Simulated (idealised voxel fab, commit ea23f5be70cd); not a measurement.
This section sets out a process module, namely voxel released beams.
The cross-section shown here is cut; it is 210 nm wide and divided into square cells measuring 5 nm on a side.
Cross-sections here: square-cell grids, written as top-down lists of bands, a band being one or more rows of cells.
Read a band's entry like this: the first values are the height of its top and the height of its bottom in nm, and what follows is the sequence of materials from left to right, each with its width in nm. Note that "empty" is empty space, and that a single material marked "all across" reaches across the band from edge to edge.
Note: height 0 marks the level under which the wafer is uniformly one material as received. Lowest band unbounded below, written "0..down".
Width spec "30 to 40" -> top row of cells at first value, bottom row at second value, equal per-row change in between.
Key: "stayed the same" - step with no changed cell in the cross-section.
Under "Closed void register" you'll find the enclosed gaps, the ones with no way out to the top, that are 8 cells or bigger; each reads width x height at distance, with distance counted from the left edge, everything in nm.
Heads up: the bit after the settings on a step's line is the simulator's remark on that step.
overlay nm: where the mask lay relative to plan, measured to the right, on steps with a mask; negatives go left.

Steps planned for the process
1. op RECEIVE | material Si
2. op CONFORMAL_DEP | material Al2O3 | thk nm 10
3. op DIRECTIONAL_DEP | material SiO2 | thk nm 20
4. op PATTERN | tone open | mask id ANCHOR | material resist | width nm 25 | thk nm 20 | overlay nm 0
5. op DIRECTIONAL_ETCH | etch materials SiO2 | depth nm 20
6. op STRIP | etch materials resist
7. op CONFORMAL_DEP | material polySi | thk nm 15
8. op MASKED_ETCH | tone cover | mask id BEAM | width nm 115 | etch materials polySi | depth nm 15 | overlay nm 0
9. op STRIP | etch materials SiO2
Heads up: all these wafers start the same, and what changes between them is the width nm in step 4. The value you see in the plan is just what the first wafer got.

Cut through the first of several wafers as received, post step 1
- 0..down | Si all across
- Closed void register: none

Take a look at the first of several wafers in cross-section: the module is done, and step 9 was its last step
- 45..30 | empty: 45 | polySi: 115 | empty: 50
- 30..10 | empty: 55 | polySi: 25 | empty: 130
- 10..0 | Al2O3 all across
- 0..down | Si all across
- Closed void register: none

Here we cross-sectioned the last of the wafers once the module was done
- 45..30 | empty: 45 | polySi: 15 | empty: 20 | polySi: 80 | empty: 50
- 30..25 | empty: 45 | polySi: 15 | empty: 20 | polySi: 15 | empty: 115
- 25..10 | empty: 45 | polySi: 50 | empty: 115
- 10..0 | Al2O3 all across
- 0..down | Si all across
- Closed void register: none

Rows = wafers. At module end, each row lists per material the cells gained (+) or lost (-) since the wafer was received, then the closed voids
width nm 25, +84 Al2O3, +89 polySi, Closed void register: none
width nm 30, +84 Al2O3, +93 polySi, Closed void register: none
width nm 35, +84 Al2O3, +93 polySi, Closed void register: none
width nm 40, +84 Al2O3, +93 polySi, Closed void register: none
width nm 45, +84 Al2O3, +93 polySi, Closed void register: none
width nm 50, +84 Al2O3, +93 polySi, Closed void register: none
